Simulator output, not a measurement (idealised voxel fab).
The document below concerns the process module designated voxel transistor to metal.
cross-section cut | 170 nm wide | cells 5 nm
We lay out every cross-section as a grid of square cells and spell it out in bands from the top down, where one band means one or more rows of cells.
Read a band's entry like this: the first values are the height of its top and the height of its bottom in nm, and what follows is the sequence of materials from left to right, each with its width in nm. Note that "blank" is empty space, and that a single material marked "all across" reaches across the band from edge to edge.
It should be noted that heights are counted from 0, beneath which the wafer as supplied is of one material throughout, and that the lowest band possesses no lower boundary but continues downward, as written in "0 and below".
The expression "30->40" gives the width at the extremes of the band, the first number at its top row of cells and the second at its bottom row, with the width changing by equal amounts from each row to the next in between.
The cross-section has no changed cell in any step marked "remains unaltered".
The entry titled "Voids lacking openings" provides the empty spaces that have no open way to the top, restricted to those of 8 cells or more. Each is presented as width x height at distance, the distance being measured from the left edge, with all three in nm.
Read whatever lies past the settings on a step's line as the simulator's own remark about the step.
overlay nm: mask offset rightward from planned place, masked step; negative means leftward offset.
The planned process steps are enumerated hereunder:
1 RECEIVE [material Si]
2 CONFORMAL_DEP [material SiO2] [thk nm 5]
3 CONFORMAL_DEP [material SiN] [thk nm 15]
4 DIRECTIONAL_DEP [material aC] [thk nm 15]
5 PATTERN [tone cover] [mask id ACTIVE] [material resist] [width nm 125] [thk nm 30] [overlay nm 0]
6 DIRECTIONAL_ETCH [etch materials aC] [depth nm 15]
7 STRIP [etch materials resist]
8 DIRECTIONAL_ETCH [etch materials SiN] [depth nm 15]
9 DIRECTIONAL_ETCH [etch materials SiO2] [depth nm 5]
10 DIRECTIONAL_ETCH [etch materials Si] [depth nm 30]
11 STRIP [etch materials aC]
12 FILL_DEP [material SiO2] [thk nm 5]
13 CMP [height nm 20]
14 SELECTIVE_ETCH [etch materials SiO2] [depth nm 10]
15 STRIP [etch materials SiN]
16 SELECTIVE_ETCH [etch materials SiO2] [depth nm 5]
17 OXIDIZE [depth nm 5]
18 DIRECTIONAL_DEP [material polySi] [thk nm 30]
19 DIRECTIONAL_DEP [material SiCN] [thk nm 10]
20 PATTERN [tone cover] [mask id GATE] [material resist] [width nm 25] [thk nm 20] [overlay nm 0]
21 DIRECTIONAL_ETCH [etch materials SiCN] [depth nm 20]
22 DIRECTIONAL_ETCH [etch materials polySi] [depth nm 40]
23 STRIP [etch materials resist]
24 CONFORMAL_DEP [material SiO2] [thk nm 5]
25 DIRECTIONAL_ETCH [etch materials SiO2] [depth nm 5]
26 CONFORMAL_DEP [material SiN] [thk nm 5]
27 DIRECTIONAL_ETCH [etch materials SiN] [depth nm 5]
28 DIRECTIONAL_ETCH [etch materials SiO2] [depth nm 5]
29 DIRECTIONAL_ETCH [etch materials Si] [depth nm 15]
30 EPI [material SiGe] [thk nm 20]
31 FILL_DEP [material SiO2] [thk nm 5]
32 CMP [height nm 30]
33 STRIP [etch materials polySi]
34 SELECTIVE_ETCH [etch materials SiO2] [depth nm 5]
35 CONFORMAL_DEP [material HfO2] [thk nm 5]
36 CONFORMAL_DEP [material TiN] [thk nm 5]
37 FILL_DEP [material W] [thk nm 5]
38 CMP [height nm 25]
39 DIRECTIONAL_DEP [material SiO2] [thk nm 10]
40 PATTERN [tone open] [mask id CONTACT] [material resist] [width nm 20] [pitch nm 85] [thk nm 20] [overlay nm 0]
41 DIRECTIONAL_ETCH [etch materials SiO2] [depth nm 20]
42 STRIP [etch materials resist]
43 CONFORMAL_DEP [material TiN] [thk nm 5]
44 FILL_DEP [material W] [thk nm 10]
45 CMP [height nm 35]
46 CONFORMAL_DEP [material SiCN] [thk nm 5]
47 DIRECTIONAL_DEP [material lowk] [thk nm 15]
48 DIRECTIONAL_DEP [material aC] [thk nm 10]
49 PATTERN [tone open] [mask id METAL_1] [material resist] [width nm 20] [pitch nm 85] [thk nm 30] [overlay nm 0]
50 DIRECTIONAL_ETCH [etch materials aC] [depth nm 10]
51 STRIP [etch materials resist]
52 DIRECTIONAL_ETCH [etch materials lowk] [depth nm 15]
53 DIRECTIONAL_ETCH [etch materials SiCN] [depth nm 5]
54 STRIP [etch materials aC]
55 CONFORMAL_DEP [material TiN] [thk nm 5]
56 FILL_DEP [material Cu] [thk nm 5]
57 CMP [height nm 55]
58 EPI [material Ru] [thk nm 5]
59 FILL_DEP [material SiCN] [thk nm 5]
60 DIRECTIONAL_DEP [material SiO2] [thk nm 25]
61 DIRECTIONAL_DEP [material aC] [thk nm 10]
62 PATTERN [tone open] [mask id METAL_2_HOLES] [material resist] [width nm 15] [pitch nm 85] [thk nm 30] [overlay nm 0]
63 DIRECTIONAL_ETCH [etch materials aC] [depth nm 10]
64 STRIP [etch materials resist]
65 DIRECTIONAL_ETCH [etch materials SiO2] [depth nm 25]
66 STRIP [etch materials aC]
67 PATTERN [tone open] [mask id METAL_2] [material resist] [width nm 20] [pitch nm 85] [thk nm 15] [overlay nm 0]
68 DIRECTIONAL_ETCH [etch materials SiO2] [depth nm 15]
69 DIRECTIONAL_ETCH [etch materials SiCN] [depth nm 5]
70 STRIP [etch materials resist]
71 CONFORMAL_DEP [material TiN] [thk nm 5]
72 FILL_DEP [material Cu] [thk nm 10]
73 CMP [height nm 90]
74 CONFORMAL_DEP [material SiN] [thk nm 5]
This is the cross-section of the wafer as we received it, i.e. after step 1:
0 and below | Si all across
Voids lacking openings: none
One mistake in running the module, otherwise start and plan as above: cross-section at the end:
95 down to 90 | SiN all across
90 down to 80 | SiO2=30; TiN=5; Cu=10; TiN=5; SiO2=65; TiN=5; Cu=10; TiN=5; SiO2=35
80 down to 75 | SiO2=30; TiN=5; Cu=5; TiN=10; SiO2=65; TiN=5; Cu=5; TiN=10; SiO2=35
75 down to 65 | SiO2=30; TiN=5; Cu=5; TiN=5; SiO2=70; TiN=5; Cu=5; TiN=5; SiO2=40
65 down to 60 | SiCN=30; TiN=15; SiCN=70; TiN=15; SiCN=40
60 down to 55 | SiCN=25; Ru=30; SiCN=55; Ru=30; SiCN=30
55 down to 40 | lowk=30; TiN=5; Cu=10; TiN=5; lowk=65; TiN=5; Cu=10; TiN=5; lowk=35
40 down to 35 | SiCN=30; TiN=20; SiCN=65; TiN=20; SiCN=35
35 down to 25 | SiO2=30; TiN=5; W=10; TiN=5; SiO2=65; TiN=5; W=10; TiN=5; SiO2=35
25 down to 20 | SiO2=30; TiN=5; W=10; TiN=5; SiO2=10; SiN=5; HfO2=5; TiN=5; W=15; TiN=5; HfO2=5; SiN=5; SiO2=10; TiN=5; W=10; TiN=5; SiO2=35
20 down to 15 | SiO2=30; TiN=20; SiO2=10; SiN=5; HfO2=5; TiN=5; W=15; TiN=5; HfO2=5; SiN=5; SiO2=10; TiN=20; SiO2=35
15 down to 5 | SiO2=15; SiGe=45; SiN=5; HfO2=5; TiN=5; W=15; TiN=5; HfO2=5; SiN=5; SiGe=45; SiO2=20
5 down to 0 | SiO2=15; SiGe=5; SiN=5; SiGe=35; SiN=5; HfO2=5; TiN=25; HfO2=5; SiN=5; SiGe=35; SiN=5; SiGe=5; SiO2=20
0 down to -5 | SiO2=25; SiGe=35; SiO2=5; HfO2=35; SiO2=5; SiGe=35; SiO2=30
-5 down to -30 | SiO2=20; Si=5; SiGe=35; Si=45; SiGe=35; Si=5; SiO2=25
-30 down to -35 | Si=25; SiGe=35; Si=45; SiGe=35; Si=30
-35 and below | Si all across
Voids lacking openings: none
Finding, execution versus plan: step 29 of the plan was twice carried out
